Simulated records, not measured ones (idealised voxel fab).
The process module that follows is named voxel quadruple lines.
Section cut is 270 nm wide and gridded with 5 nm square cells.
In this document a cross-section is written as a grid of square cells. It is given as a series of bands, listed from the top down, and a band is one or more rows of cells.
Look at the band entry: it leads with the top's height and the bottom's height in nm. Then it lists the materials left to right, with a width in nm for each. The word "throughout" on a single material says that material fills the band edge to edge. The word "blank" is empty space.
Measure heights from 0. That's the level where, below it, the as-received wafer is all one material. The lowest band is bottomless and extends downward; write it as in "top 0, no bottom".
It should be noted that a width expressed as "30..40" varies in equal increments from row to row of cells within the band, taking the value of the first number at the top row and that of the second number at the bottom row.
Basically "same as before" means that step didn't change any cell in the cross-section.
Any empty space of 8 cells or more lacking an open way to the top shows up in "Enclosed internal cavities" as width x height at distance, distance from the left edge, in nm.
The remark found on a step's line after its settings is issued by the simulator itself and pertains to that step.
overlay nm: where the mask lay relative to plan, measured to the right, on steps with a mask; negatives go left.
Pairs follow: section before one process step, section after it down to the lowest changed band, step with settings underneath. Pairs may come from different runs of this module on the same starting wafer; continuity with the pair above only as stated in the "Before-step section" entry.

Before-step section
    top 0, no bottom | Si throughout
    Enclosed internal cavities: none

Cross-Section After Step
    top 10, bottom 0 | SiO2 throughout
    Below 0 it's all the same as before, nothing changed down there.
    Enclosed internal cavities: none
The two cross-sections above are separated by a single process step, namely CONFORMAL_DEP | material SiO2 | thk nm 10

Before-step section: nothing new to draw here, it's the after view of the pair just above.

Cross-Section After Step
    top 20, bottom 10 | TiN throughout
    Below 10 it's all the same as before, nothing changed down there.
    Enclosed internal cavities: none
The two cross-sections above are separated by a single process step, namely DIRECTIONAL_DEP | material TiN | thk nm 10

Before-step section: nothing new to draw here, it's the after view of the pair just above.

Cross-Section After Step
    top 35, bottom 20 | polySi throughout
    Below 20 it's all the same as before, nothing changed down there.
    Enclosed internal cavities: none
The two cross-sections above are separated by a single process step, namely DIRECTIONAL_DEP | material polySi | thk nm 15

Before-step section: nothing new to draw here, it's the after view of the pair just above.

Cross-Section After Step
    top 55, bottom 35 | aC throughout
    Below 35 it's all the same as before, nothing changed down there.
    Enclosed internal cavities: none
The two cross-sections above are separated by a single process step, namely DIRECTIONAL_DEP | material aC | thk nm 20

Before-step section: nothing new to draw here, it's the after view of the pair just above.

Cross-Section After Step
    top 85, bottom 55 | 115 nm blank | 35 nm resist | 120 nm blank
    Below 55 it's all the same as before, nothing changed down there.
    Enclosed internal cavities: none
The two cross-sections above are separated by a single process step, namely PATTERN | tone cover | mask id MANDREL | material resist | width nm 35 | thk nm 30 | overlay nm 0

Before-step section: nothing new to draw here, it's the after view of the pair just above.

Cross-Section After Step
    top 65, bottom 55 | 115 nm blank | 35 nm resist | 120 nm blank
    top 55, bottom 35 | 115 nm blank | 35 nm aC | 120 nm blank
    Below 35 it's all the same as before, nothing changed down there.
    Enclosed internal cavities: none
The two cross-sections above are separated by a single process step, namely DIRECTIONAL_ETCH | etch materials aC | depth nm 20

Before-step section: nothing new to draw here, it's the after view of the pair just above.

Cross-Section After Step
    top 55, bottom 35 | 115 nm blank | 35 nm aC | 120 nm blank
    Below 35 it's all the same as before, nothing changed down there.
    Enclosed internal cavities: none
The two cross-sections above are separated by a single process step, namely STRIP | etch materials resist

Before-step section: nothing new to draw here, it's the after view of the pair just above.

Cross-Section After Step
    top 70, bottom 55 | 100 nm blank | 65 nm SiO2 | 105 nm blank
    top 55, bottom 50 | 100 nm blank | 15 nm SiO2 | 35 nm aC | 15 nm SiO2 | 105 nm blank
    top 50, bottom 35 | 115 nm SiO2 | 35 nm aC | 120 nm SiO2
    Below 35 it's all the same as before, nothing changed down there.
    Enclosed internal cavities: none
The two cross-sections above are separated by a single process step, namely CONFORMAL_DEP | material SiO2 | thk nm 15

Before-step section: nothing new to draw here, it's the after view of the pair just above.

Cross-Section After Step
    top 55, bottom 35 | 100 nm blank | 15 nm SiO2 | 35 nm aC | 15 nm SiO2 | 105 nm blank
    Below 35 it's all the same as before, nothing changed down there.
    Enclosed internal cavities: none
The two cross-sections above are separated by a single process step, namely DIRECTIONAL_ETCH | etch materials SiO2 | depth nm 15

Before-step section: nothing new to draw here, it's the after view of the pair just above.

Cross-Section After Step
    top 55, bottom 35 | 100 nm blank | 15 nm SiO2 | 35 nm blank | 15 nm SiO2 | 105 nm blank
    Below 35 it's all the same as before, nothing changed down there.
    Enclosed internal cavities: none
The two cross-sections above are separated by a single process step, namely STRIP | etch materials aC

Before-step section: nothing new to draw here, it's the after view of the pair just above.

Cross-Section After Step
    top 55, bottom 35 | 100 nm blank | 15 nm SiO2 | 35 nm blank | 15 nm SiO2 | 105 nm blank
    top 35, bottom 20 | 100 nm blank | 15 nm polySi | 35 nm blank | 15 nm polySi | 105 nm blank
    Below 20 it's all the same as before, nothing changed down there.
    Enclosed internal cavities: none
The two cross-sections above are separated by a single process step, namely DIRECTIONAL_ETCH | etch materials polySi | depth nm 15

Before-step section: nothing new to draw here, it's the after view of the pair just above.

Cross-Section After Step
    top 35, bottom 20 | 100 nm blank | 15 nm polySi | 35 nm blank | 15 nm polySi | 105 nm blank
    Below 20 it's all the same as before, nothing changed down there.
    Enclosed internal cavities: none
The two cross-sections above are separated by a single process step, namely STRIP | etch materials SiO2

Before-step section: nothing new to draw here, it's the after view of the pair just above.

Cross-Section After Step
    top 45, bottom 35 | 90 nm blank | 35 nm SiN | 15 nm blank | 35 nm SiN | 95 nm blank
    top 35, bottom 30 | 90 nm blank | 10 nm SiN | 15 nm polySi | 10 nm SiN | 15 nm blank | 10 nm SiN | 15 nm polySi | 10 nm SiN | 95 nm blank
    top 30, bottom 20 | 100 nm SiN | 15 nm polySi | 35 nm SiN | 15 nm polySi | 105 nm SiN
    Below 20 it's all the same as before, nothing changed down there.
    Enclosed internal cavities: none
The two cross-sections above are separated by a single process step, namely CONFORMAL_DEP | material SiN | thk nm 10

Before-step section: nothing new to draw here, it's the after view of the pair just above.

Cross-Section After Step
    top 35, bottom 20 | 90 nm blank | 10 nm SiN | 15 nm polySi | 10 nm SiN | 15 nm blank | 10 nm SiN | 15 nm polySi | 10 nm SiN | 95 nm blank
    Below 20 it's all the same as before, nothing changed down there.
    Enclosed internal cavities: none
The two cross-sections above are separated by a single process step, namely DIRECTIONAL_ETCH | etch materials SiN | depth nm 10

Before-step section: nothing new to draw here, it's the after view of the pair just above.

Cross-Section After Step
    top 35, bottom 20 | 90 nm blank | 10 nm SiN | 15 nm blank | 10 nm SiN | 15 nm blank | 10 nm SiN | 15 nm blank | 10 nm SiN | 95 nm blank
    Below 20 it's all the same as before, nothing changed down there.
    Enclosed internal cavities: none
The two cross-sections above are separated by a single process step, namely STRIP | etch materials polySi

Before-step section: nothing new to draw here, it's the after view of the pair just above.

Cross-Section After Step
    top 35, bottom 20 | 90 nm blank | 10 nm SiN | 15 nm blank | 10 nm SiN | 15 nm blank | 10 nm SiN | 15 nm blank | 10 nm SiN | 95 nm blank
    top 20, bottom 10 | 90 nm blank | 10 nm TiN | 15 nm blank | 10 nm TiN | 15 nm blank | 10 nm TiN | 15 nm blank | 10 nm TiN | 95 nm blank
    Below 10 it's all the same as before, nothing changed down there.
    Enclosed internal cavities: none
The two cross-sections above are separated by a single process step, namely DIRECTIONAL_ETCH | etch materials TiN | depth nm 10

Before-step section: nothing new to draw here, it's the after view of the pair just above.

Cross-Section After Step
    top 20, bottom 10 | 90 nm blank | 10 nm TiN | 15 nm blank | 10 nm TiN | 15 nm blank | 10 nm TiN | 15 nm blank | 10 nm TiN | 95 nm blank
    Below 10 it's all the same as before, nothing changed down there.
    Enclosed internal cavities: none
The two cross-sections above are separated by a single process step, namely STRIP | etch materials SiN

Before-step section: nothing new to draw here, it's the after view of the pair just above.

Cross-Section After Step
    top 25, bottom 20 | SiO2 throughout
    top 20, bottom 10 | 90 nm SiO2 | 10 nm TiN | 15 nm SiO2 | 10 nm TiN | 15 nm SiO2 | 10 nm TiN | 15 nm SiO2 | 10 nm TiN | 95 nm SiO2
    Below 10 it's all the same as before, nothing changed down there.
    Enclosed internal cavities: none
The two cross-sections above are separated by a single process step, namely FILL_DEP | material SiO2 | thk nm 5

Before-step section: nothing new to draw here, it's the after view of the pair just above.

Cross-Section After Step
    top 20, bottom 10 | 90 nm SiO2 | 10 nm TiN | 15 nm SiO2 | 10 nm TiN | 15 nm SiO2 | 10 nm TiN | 15 nm SiO2 | 10 nm TiN | 95 nm SiO2
    Below 10 it's all the same as before, nothing changed down there.
    Enclosed internal cavities: none
The two cross-sections above are separated by a single process step, namely CMP | height nm 20

Before-step section
    top 35, bottom 20 | 90 nm blank | 10 nm SiN | 15 nm blank | 10 nm SiN | 15 nm blank | 10 nm SiN | 15 nm blank | 10 nm SiN | 95 nm blank
    top 20, bottom 10 | 90 nm blank | 10 nm TiN | 15 nm blank | 10 nm TiN | 15 nm blank | 10 nm TiN | 15 nm blank | 10 nm TiN | 95 nm blank
    top 10, bottom 0 | SiO2 throughout
    top 0, no bottom | Si throughout
    Enclosed internal cavities: none

Cross-Section After Step
    top 40, bottom 35 | SiO2 throughout
    top 35, bottom 20 | 90 nm SiO2 | 10 nm SiN | 15 nm SiO2 | 10 nm SiN | 15 nm SiO2 | 10 nm SiN | 15 nm SiO2 | 10 nm SiN | 95 nm SiO2
    top 20, bottom 10 | 90 nm SiO2 | 10 nm TiN | 15 nm SiO2 | 10 nm TiN | 15 nm SiO2 | 10 nm TiN | 15 nm SiO2 | 10 nm TiN | 95 nm SiO2
    Below 10 it's all the same as before, nothing changed down there.
    Enclosed internal cavities: none
The two cross-sections above are separated by a single process step, namely FILL_DEP | material SiO2 | thk nm 5

Before-step section: nothing new to draw here, it's the after view of the pair just above.

Cross-Section After Step
    top 20, bottom 10 | 90 nm SiO2 | 10 nm TiN | 15 nm SiO2 | 10 nm TiN | 15 nm SiO2 | 10 nm TiN | 15 nm SiO2 | 10 nm TiN | 95 nm SiO2
    Below 10 it's all the same as before, nothing changed down there.
    Enclosed internal cavities: none
The two cross-sections above are separated by a single process step, namely CMP | height nm 20

Before-step section
    top 55, bottom 35 | 100 nm blank | 15 nm SiO2 | 35 nm aC | 15 nm SiO2 | 105 nm blank
    top 35, bottom 20 | polySi throughout
    top 20, bottom 10 | TiN throughout
    top 10, bottom 0 | SiO2 throughout
    top 0, no bottom | Si throughout
    Enclosed internal cavities: none

Cross-Section After Step
    top 55, bottom 40 | 115 nm blank | 35 nm aC | 120 nm blank
    Below 40 it's all the same as before, nothing changed down there.
    Enclosed internal cavities: none
The two cross-sections above are separated by a single process step, namely DIRECTIONAL_ETCH | etch materials SiO2 | depth nm 15

Before-step section: nothing new to draw here, it's the after view of the pair just above.

Cross-Section After Step
    top 40, bottom 35 | 100 nm blank | 15 nm SiO2 | 35 nm blank | 15 nm SiO2 | 105 nm blank
    Below 35 it's all the same as before, nothing changed down there.
    Enclosed internal cavities: none
The two cross-sections above are separated by a single process step, namely STRIP | etch materials aC

Before-step section: nothing new to draw here, it's the after view of the pair just above.

Cross-Section After Step
    top 40, bottom 35 | 100 nm blank | 15 nm SiO2 | 35 nm blank | 15 nm SiO2 | 105 nm blank
    top 35, bottom 20 | 100 nm blank | 15 nm polySi | 35 nm blank | 15 nm polySi | 105 nm blank
    Below 20 it's all the same as before, nothing changed down there.
    Enclosed internal cavities: none
The two cross-sections above are separated by a single process step, namely DIRECTIONAL_ETCH | etch materials polySi | depth nm 15

Before-step section: nothing new to draw here, it's the after view of the pair just above.

Cross-Section After Step
    top 35, bottom 20 | 100 nm blank | 15 nm polySi | 35 nm blank | 15 nm polySi | 105 nm blank
    Below 20 it's all the same as before, nothing changed down there.
    Enclosed internal cavities: none
The two cross-sections above are separated by a single process step, namely STRIP | etch materials SiO2

Before-step section
    top 10, bottom 0 | SiO2 throughout
    top 0, no bottom | Si throughout
    Enclosed internal cavities: none

Cross-Section After Step
    top 25, bottom 10 | polySi throughout
    Below 10 it's all the same as before, nothing changed down there.
    Enclosed internal cavities: none
The two cross-sections above are separated by a single process step, namely DIRECTIONAL_DEP | material polySi | thk nm 15

Before-step section: nothing new to draw here, it's the after view of the pair just above.

Cross-Section After Step
    top 35, bottom 25 | TiN throughout
    Below 25 it's all the same as before, nothing changed down there.
    Enclosed internal cavities: none
The two cross-sections above are separated by a single process step, namely DIRECTIONAL_DEP | material TiN | thk nm 10

Before-step section: nothing new to draw here, it's the after view of the pair just above.

Cross-Section After Step
    top 55, bottom 35 | aC throughout
    Below 35 it's all the same as before, nothing changed down there.
    Enclosed internal cavities: none
The two cross-sections above are separated by a single process step, namely DIRECTIONAL_DEP | material aC | thk nm 20

Before-step section: nothing new to draw here, it's the after view of the pair just above.

Cross-Section After Step
    top 85, bottom 55 | 115 nm blank | 35 nm resist | 120 nm blank
    Below 55 it's all the same as before, nothing changed down there.
    Enclosed internal cavities: none
The two cross-sections above are separated by a single process step, namely PATTERN | tone cover | mask id MANDREL | material resist | width nm 35 | thk nm 30 | overlay nm 0

Before-step section: nothing new to draw here, it's the after view of the pair just above.

Cross-Section After Step
    top 65, bottom 55 | 115 nm blank | 35 nm resist | 120 nm blank
    top 55, bottom 35 | 115 nm blank | 35 nm aC | 120 nm blank
    Below 35 it's all the same as before, nothing changed down there.
    Enclosed internal cavities: none
The two cross-sections above are separated by a single process step, namely DIRECTIONAL_ETCH | etch materials aC | depth nm 20

Before-step section: nothing new to draw here, it's the after view of the pair just above.

Cross-Section After Step
    top 55, bottom 35 | 115 nm blank | 35 nm aC | 120 nm blank
    Below 35 it's all the same as before, nothing changed down there.
    Enclosed internal cavities: none
The two cross-sections above are separated by a single process step, namely STRIP | etch materials resist

Before-step section: nothing new to draw here, it's the after view of the pair just above.

Cross-Section After Step
    top 70, bottom 55 | 100 nm blank | 65 nm SiO2 | 105 nm blank
    top 55, bottom 50 | 100 nm blank | 15 nm SiO2 | 35 nm aC | 15 nm SiO2 | 105 nm blank
    top 50, bottom 35 | 115 nm SiO2 | 35 nm aC | 120 nm SiO2
    Below 35 it's all the same as before, nothing changed down there.
    Enclosed internal cavities: none
The two cross-sections above are separated by a single process step, namely CONFORMAL_DEP | material SiO2 | thk nm 15

Before-step section: nothing new to draw here, it's the after view of the pair just above.

Cross-Section After Step
    top 55, bottom 35 | 100 nm blank | 15 nm SiO2 | 35 nm aC | 15 nm SiO2 | 105 nm blank
    Below 35 it's all the same as before, nothing changed down there.
    Enclosed internal cavities: none
The two cross-sections above are separated by a single process step, namely DIRECTIONAL_ETCH | etch materials SiO2 | depth nm 15

Before-step section: nothing new to draw here, it's the after view of the pair just above.

Cross-Section After Step
    top 55, bottom 35 | 100 nm blank | 15 nm SiO2 | 35 nm blank | 15 nm SiO2 | 105 nm blank
    Below 35 it's all the same as before, nothing changed down there.
    Enclosed internal cavities: none
The two cross-sections above are separated by a single process step, namely STRIP | etch materials aC

Before-step section: nothing new to draw here, it's the after view of the pair just above.

Cross-Section After Step
    top 35, bottom 25 | TiN throughout
    Below 25 it's all the same as before, nothing changed down there.
    Enclosed internal cavities: none
The two cross-sections above are separated by a single process step, namely STRIP | etch materials SiO2

Before-step section: nothing new to draw here, it's the after view of the pair just above.

Cross-Section After Step
    top 45, bottom 35 | SiN throughout
    Below 35 it's all the same as before, nothing changed down there.
    Enclosed internal cavities: none
The two cross-sections above are separated by a single process step, namely CONFORMAL_DEP | material SiN | thk nm 10

Before-step section: nothing new to draw here, it's the after view of the pair just above.

Cross-Section After Step
    top 35, bottom 25 | TiN throughout
    Below 25 it's all the same as before, nothing changed down there.
    Enclosed internal cavities: none
The two cross-sections above are separated by a single process step, namely DIRECTIONAL_ETCH | etch materials SiN | depth nm 10

Before-step section: nothing new to draw here, it's the after view of the pair just above.

Cross-Section After Step
    top 25, bottom 10 | polySi throughout
    Below 10 it's all the same as before, nothing changed down there.
    Enclosed internal cavities: none
The two cross-sections above are separated by a single process step, namely DIRECTIONAL_ETCH | etch materials TiN | depth nm 10

Before-step section: nothing new to draw here, it's the after view of the pair just above.

Cross-Section After Step
    top 30, bottom 25 | SiO2 throughout
    Below 25 it's all the same as before, nothing changed down there.
    Enclosed internal cavities: none
The two cross-sections above are separated by a single process step, namely FILL_DEP | material SiO2 | thk nm 5

Before-step section: nothing new to draw here, it's the after view of the pair just above.

Cross-Section After Step
    top 20, bottom 10 | polySi throughout
    Below 10 it's all the same as before, nothing changed down there.
    Enclosed internal cavities: none
The two cross-sections above are separated by a single process step, namely CMP | height nm 20

Before-step section
    top 25, bottom 20 | SiO2 throughout
    top 20, bottom 10 | 90 nm SiO2 | 10 nm TiN | 15 nm SiO2 | 10 nm TiN | 15 nm SiO2 | 10 nm TiN | 15 nm SiO2 | 10 nm TiN | 95 nm SiO2
    top 10, bottom 0 | SiO2 throughout
    top 0, no bottom | Si throughout
    Enclosed internal cavities: none

Cross-Section After Step
    top 10, bottom 0 | SiO2 throughout
    Below 0 it's all the same as before, nothing changed down there.
    Enclosed internal cavities: none
The two cross-sections above are separated by a single process step, namely CMP | height nm 10

Before-step section
    top 55, bottom 35 | aC throughout
    top 35, bottom 20 | polySi throughout
    top 20, bottom 10 | TiN throughout
    top 10, bottom 0 | SiO2 throughout
    top 0, no bottom | Si throughout
    Enclosed internal cavities: none

Cross-Section After Step
    top 85, bottom 55 | 120 nm blank | 30 nm resist | 120 nm blank
    Below 55 it's all the same as before, nothing changed down there.
    Enclosed internal cavities: none
The two cross-sections above are separated by a single process step, namely PATTERN | tone cover | mask id MANDREL | material resist | width nm 30 | thk nm 30 | overlay nm 0

Before-step section: nothing new to draw here, it's the after view of the pair just above.

Cross-Section After Step
    top 65, bottom 55 | 120 nm blank | 30 nm resist | 120 nm blank
    top 55, bottom 35 | 120 nm blank | 30 nm aC | 120 nm blank
    Below 35 it's all the same as before, nothing changed down there.
    Enclosed internal cavities: none
The two cross-sections above are separated by a single process step, namely DIRECTIONAL_ETCH | etch materials aC | depth nm 20

Before-step section: nothing new to draw here, it's the after view of the pair just above.

Cross-Section After Step
    top 55, bottom 35 | 120 nm blank | 30 nm aC | 120 nm blank
    Below 35 it's all the same as before, nothing changed down there.
    Enclosed internal cavities: none
The two cross-sections above are separated by a single process step, namely STRIP | etch materials resist

Before-step section: nothing new to draw here, it's the after view of the pair just above.

Cross-Section After Step
    top 70, bottom 55 | 105 nm blank | 60 nm SiO2 | 105 nm blank
    top 55, bottom 50 | 105 nm blank | 15 nm SiO2 | 30 nm aC | 15 nm SiO2 | 105 nm blank
    top 50, bottom 35 | 120 nm SiO2 | 30 nm aC | 120 nm SiO2
    Below 35 it's all the same as before, nothing changed down there.
    Enclosed internal cavities: none
The two cross-sections above are separated by a single process step, namely CONFORMAL_DEP | material SiO2 | thk nm 15

Before-step section: nothing new to draw here, it's the after view of the pair just above.

Cross-Section After Step
    top 55, bottom 35 | 105 nm blank | 15 nm SiO2 | 30 nm aC | 15 nm SiO2 | 105 nm blank
    Below 35 it's all the same as before, nothing changed down there.
    Enclosed internal cavities: none
The two cross-sections above are separated by a single process step, namely DIRECTIONAL_ETCH | etch materials SiO2 | depth nm 15

Before-step section: nothing new to draw here, it's the after view of the pair just above.

Cross-Section After Step
    top 55, bottom 35 | 105 nm blank | 15 nm SiO2 | 30 nm blank | 15 nm SiO2 | 105 nm blank
    Below 35 it's all the same as before, nothing changed down there.
    Enclosed internal cavities: none
The two cross-sections above are separated by a single process step, namely STRIP | etch materials aC

Before-step section: nothing new to draw here, it's the after view of the pair just above.

Cross-Section After Step
    top 55, bottom 35 | 105 nm blank | 15 nm SiO2 | 30 nm blank | 15 nm SiO2 | 105 nm blank
    top 35, bottom 20 | 105 nm blank | 15 nm polySi | 30 nm blank | 15 nm polySi | 105 nm blank
    Below 20 it's all the same as before, nothing changed down there.
    Enclosed internal cavities: none
The two cross-sections above are separated by a single process step, namely DIRECTIONAL_ETCH | etch materials polySi | depth nm 15

Before-step section: nothing new to draw here, it's the after view of the pair just above.

Cross-Section After Step
    top 35, bottom 20 | 105 nm blank | 15 nm polySi | 30 nm blank | 15 nm polySi | 105 nm blank
    Below 20 it's all the same as before, nothing changed down there.
    Enclosed internal cavities: none
The two cross-sections above are separated by a single process step, namely STRIP | etch materials SiO2

Before-step section: nothing new to draw here, it's the after view of the pair just above.

Cross-Section After Step
    top 45, bottom 35 | 95 nm blank | 35 nm SiN | 10 nm blank | 35 nm SiN | 95 nm blank
    top 35, bottom 30 | 95 nm blank | 10 nm SiN | 15 nm polySi | 10 nm SiN | 10 nm blank | 10 nm SiN | 15 nm polySi | 10 nm SiN | 95 nm blank
    top 30, bottom 20 | 105 nm SiN | 15 nm polySi | 30 nm SiN | 15 nm polySi | 105 nm SiN
    Below 20 it's all the same as before, nothing changed down there.
    Enclosed internal cavities: none
The two cross-sections above are separated by a single process step, namely CONFORMAL_DEP | material SiN | thk nm 10

Before-step section: nothing new to draw here, it's the after view of the pair just above.

Cross-Section After Step
    top 35, bottom 20 | 95 nm blank | 10 nm SiN | 15 nm polySi | 10 nm SiN | 10 nm blank | 10 nm SiN | 15 nm polySi | 10 nm SiN | 95 nm blank
    Below 20 it's all the same as before, nothing changed down there.
    Enclosed internal cavities: none
The two cross-sections above are separated by a single process step, namely DIRECTIONAL_ETCH | etch materials SiN | depth nm 10

Before-step section: nothing new to draw here, it's the after view of the pair just above.

Cross-Section After Step
    top 35, bottom 20 | 95 nm blank | 10 nm SiN | 15 nm blank | 10 nm SiN | 10 nm blank | 10 nm SiN | 15 nm blank | 10 nm SiN | 95 nm blank
    Below 20 it's all the same as before, nothing changed down there.
    Enclosed internal cavities: none
The two cross-sections above are separated by a single process step, namely STRIP | etch materials polySi

Before-step section: nothing new to draw here, it's the after view of the pair just above.

Cross-Section After Step
    top 35, bottom 20 | 95 nm blank | 10 nm SiN | 15 nm blank | 10 nm SiN | 10 nm blank | 10 nm SiN | 15 nm blank | 10 nm SiN | 95 nm blank
    top 20, bottom 10 | 95 nm blank | 10 nm TiN | 15 nm blank | 10 nm TiN | 10 nm blank | 10 nm TiN | 15 nm blank | 10 nm TiN | 95 nm blank
    Below 10 it's all the same as before, nothing changed down there.
    Enclosed internal cavities: none
The two cross-sections above are separated by a single process step, namely DIRECTIONAL_ETCH | etch materials TiN | depth nm 10

Before-step section: nothing new to draw here, it's the after view of the pair just above.

Cross-Section After Step
    top 20, bottom 10 | 95 nm blank | 10 nm TiN | 15 nm blank | 10 nm TiN | 10 nm blank | 10 nm TiN | 15 nm blank | 10 nm TiN | 95 nm blank
    Below 10 it's all the same as before, nothing changed down there.
    Enclosed internal cavities: none
The two cross-sections above are separated by a single process step, namely STRIP | etch materials SiN

Before-step section: nothing new to draw here, it's the after view of the pair just above.

Cross-Section After Step
    top 25, bottom 20 | SiO2 throughout
    top 20, bottom 10 | 95 nm SiO2 | 10 nm TiN | 15 nm SiO2 | 10 nm TiN | 10 nm SiO2 | 10 nm TiN | 15 nm SiO2 | 10 nm TiN | 95 nm SiO2
    Below 10 it's all the same as before, nothing changed down there.
    Enclosed internal cavities: none
The two cross-sections above are separated by a single process step, namely FILL_DEP | material SiO2 | thk nm 5

Before-step section: nothing new to draw here, it's the after view of the pair just above.

Cross-Section After Step
    top 20, bottom 10 | 95 nm SiO2 | 10 nm TiN | 15 nm SiO2 | 10 nm TiN | 10 nm SiO2 | 10 nm TiN | 15 nm SiO2 | 10 nm TiN | 95 nm SiO2
    Below 10 it's all the same as before, nothing changed down there.
    Enclosed internal cavities: none
The two cross-sections above are separated by a single process step, namely CMP | height nm 20

Before-step section
    top 55, bottom 35 | aC throughout
    top 35, bottom 20 | polySi throughout
    top 20, bottom 10 | TiN throughout
    top 10, bottom 0 | SiO2 throughout
    top 0, no bottom | Si throughout
    Enclosed internal cavities: none

Cross-Section After Step
    top 85, bottom 55 | 125 nm blank | 35 nm resist | 110 nm blank
    Below 55 it's all the same as before, nothing changed down there.
    Enclosed internal cavities: none
The two cross-sections above are separated by a single process step, namely PATTERN | tone cover | mask id MANDREL | material resist | width nm 35 | thk nm 30 | overlay nm 10

Before-step section: nothing new to draw here, it's the after view of the pair just above.

Cross-Section After Step
    top 65, bottom 55 | 125 nm blank | 35 nm resist | 110 nm blank
    top 55, bottom 35 | 125 nm blank | 35 nm aC | 110 nm blank
    Below 35 it's all the same as before, nothing changed down there.
    Enclosed internal cavities: none
The two cross-sections above are separated by a single process step, namely DIRECTIONAL_ETCH | etch materials aC | depth nm 20

Before-step section: nothing new to draw here, it's the after view of the pair just above.

Cross-Section After Step
    top 55, bottom 35 | 125 nm blank | 35 nm aC | 110 nm blank
    Below 35 it's all the same as before, nothing changed down there.
    Enclosed internal cavities: none
The two cross-sections above are separated by a single process step, namely STRIP | etch materials resist

Before-step section: nothing new to draw here, it's the after view of the pair just above.

Cross-Section After Step
    top 70, bottom 55 | 110 nm blank | 65 nm SiO2 | 95 nm blank
    top 55, bottom 50 | 110 nm blank | 15 nm SiO2 | 35 nm aC | 15 nm SiO2 | 95 nm blank
    top 50, bottom 35 | 125 nm SiO2 | 35 nm aC | 110 nm SiO2
    Below 35 it's all the same as before, nothing changed down there.
    Enclosed internal cavities: none
The two cross-sections above are separated by a single process step, namely CONFORMAL_DEP | material SiO2 | thk nm 15

Before-step section: nothing new to draw here, it's the after view of the pair just above.

Cross-Section After Step
    top 55, bottom 35 | 110 nm blank | 15 nm SiO2 | 35 nm aC | 15 nm SiO2 | 95 nm blank
    Below 35 it's all the same as before, nothing changed down there.
    Enclosed internal cavities: none
The two cross-sections above are separated by a single process step, namely DIRECTIONAL_ETCH | etch materials SiO2 | depth nm 15

Before-step section: nothing new to draw here, it's the after view of the pair just above.

Cross-Section After Step
    top 55, bottom 35 | 110 nm blank | 15 nm SiO2 | 35 nm blank | 15 nm SiO2 | 95 nm blank
    Below 35 it's all the same as before, nothing changed down there.
    Enclosed internal cavities: none
The two cross-sections above are separated by a single process step, namely STRIP | etch materials aC

Before-step section: nothing new to draw here, it's the after view of the pair just above.

Cross-Section After Step
    top 55, bottom 35 | 110 nm blank | 15 nm SiO2 | 35 nm blank | 15 nm SiO2 | 95 nm blank
    top 35, bottom 20 | 110 nm blank | 15 nm polySi | 35 nm blank | 15 nm polySi | 95 nm blank
    Below 20 it's all the same as before, nothing changed down there.
    Enclosed internal cavities: none
The two cross-sections above are separated by a single process step, namely DIRECTIONAL_ETCH | etch materials polySi | depth nm 15

Before-step section: nothing new to draw here, it's the after view of the pair just above.

Cross-Section After Step
    top 35, bottom 20 | 110 nm blank | 15 nm polySi | 35 nm blank | 15 nm polySi | 95 nm blank
    Below 20 it's all the same as before, nothing changed down there.
    Enclosed internal cavities: none
The two cross-sections above are separated by a single process step, namely STRIP | etch materials SiO2

Before-step section: nothing new to draw here, it's the after view of the pair just above.

Cross-Section After Step
    top 45, bottom 35 | 100 nm blank | 35 nm SiN | 15 nm blank | 35 nm SiN | 85 nm blank
    top 35, bottom 30 | 100 nm blank | 10 nm SiN | 15 nm polySi | 10 nm SiN | 15 nm blank | 10 nm SiN | 15 nm polySi | 10 nm SiN | 85 nm blank
    top 30, bottom 20 | 110 nm SiN | 15 nm polySi | 35 nm SiN | 15 nm polySi | 95 nm SiN
    Below 20 it's all the same as before, nothing changed down there.
    Enclosed internal cavities: none
The two cross-sections above are separated by a single process step, namely CONFORMAL_DEP | material SiN | thk nm 10

Before-step section: nothing new to draw here, it's the after view of the pair just above.

Cross-Section After Step
    top 35, bottom 20 | 100 nm blank | 10 nm SiN | 15 nm polySi | 10 nm SiN | 15 nm blank | 10 nm SiN | 15 nm polySi | 10 nm SiN | 85 nm blank
    Below 20 it's all the same as before, nothing changed down there.
    Enclosed internal cavities: none
The two cross-sections above are separated by a single process step, namely DIRECTIONAL_ETCH | etch materials SiN | depth nm 10

Before-step section: nothing new to draw here, it's the after view of the pair just above.

Cross-Section After Step
    top 35, bottom 20 | 100 nm blank | 10 nm SiN | 15 nm blank | 10 nm SiN | 15 nm blank | 10 nm SiN | 15 nm blank | 10 nm SiN | 85 nm blank
    Below 20 it's all the same as before, nothing changed down there.
    Enclosed internal cavities: none
The two cross-sections above are separated by a single process step, namely STRIP | etch materials polySi

Before-step section: nothing new to draw here, it's the after view of the pair just above.

Cross-Section After Step
    top 35, bottom 20 | 100 nm blank | 10 nm SiN | 15 nm blank | 10 nm SiN | 15 nm blank | 10 nm SiN | 15 nm blank | 10 nm SiN | 85 nm blank
    top 20, bottom 10 | 100 nm blank | 10 nm TiN | 15 nm blank | 10 nm TiN | 15 nm blank | 10 nm TiN | 15 nm blank | 10 nm TiN | 85 nm blank
    Below 10 it's all the same as before, nothing changed down there.
    Enclosed internal cavities: none
The two cross-sections above are separated by a single process step, namely DIRECTIONAL_ETCH | etch materials TiN | depth nm 10

Before-step section: nothing new to draw here, it's the after view of the pair just above.

Cross-Section After Step
    top 20, bottom 10 | 100 nm blank | 10 nm TiN | 15 nm blank | 10 nm TiN | 15 nm blank | 10 nm TiN | 15 nm blank | 10 nm TiN | 85 nm blank
    Below 10 it's all the same as before, nothing changed down there.
    Enclosed internal cavities: none
The two cross-sections above are separated by a single process step, namely STRIP | etch materials SiN

Before-step section: nothing new to draw here, it's the after view of the pair just above.

Cross-Section After Step
    top 25, bottom 20 | SiO2 throughout
    top 20, bottom 10 | 100 nm SiO2 | 10 nm TiN | 15 nm SiO2 | 10 nm TiN | 15 nm SiO2 | 10 nm TiN | 15 nm SiO2 | 10 nm TiN | 85 nm SiO2
    Below 10 it's all the same as before, nothing changed down there.
    Enclosed internal cavities: none
The two cross-sections above are separated by a single process step, namely FILL_DEP | material SiO2 | thk nm 5

Before-step section: nothing new to draw here, it's the after view of the pair just above.

Cross-Section After Step
    top 20, bottom 10 | 100 nm SiO2 | 10 nm TiN | 15 nm SiO2 | 10 nm TiN | 15 nm SiO2 | 10 nm TiN | 15 nm SiO2 | 10 nm TiN | 85 nm SiO2
    Below 10 it's all the same as before, nothing changed down there.
    Enclosed internal cavities: none
The two cross-sections above are separated by a single process step, namely CMP | height nm 20
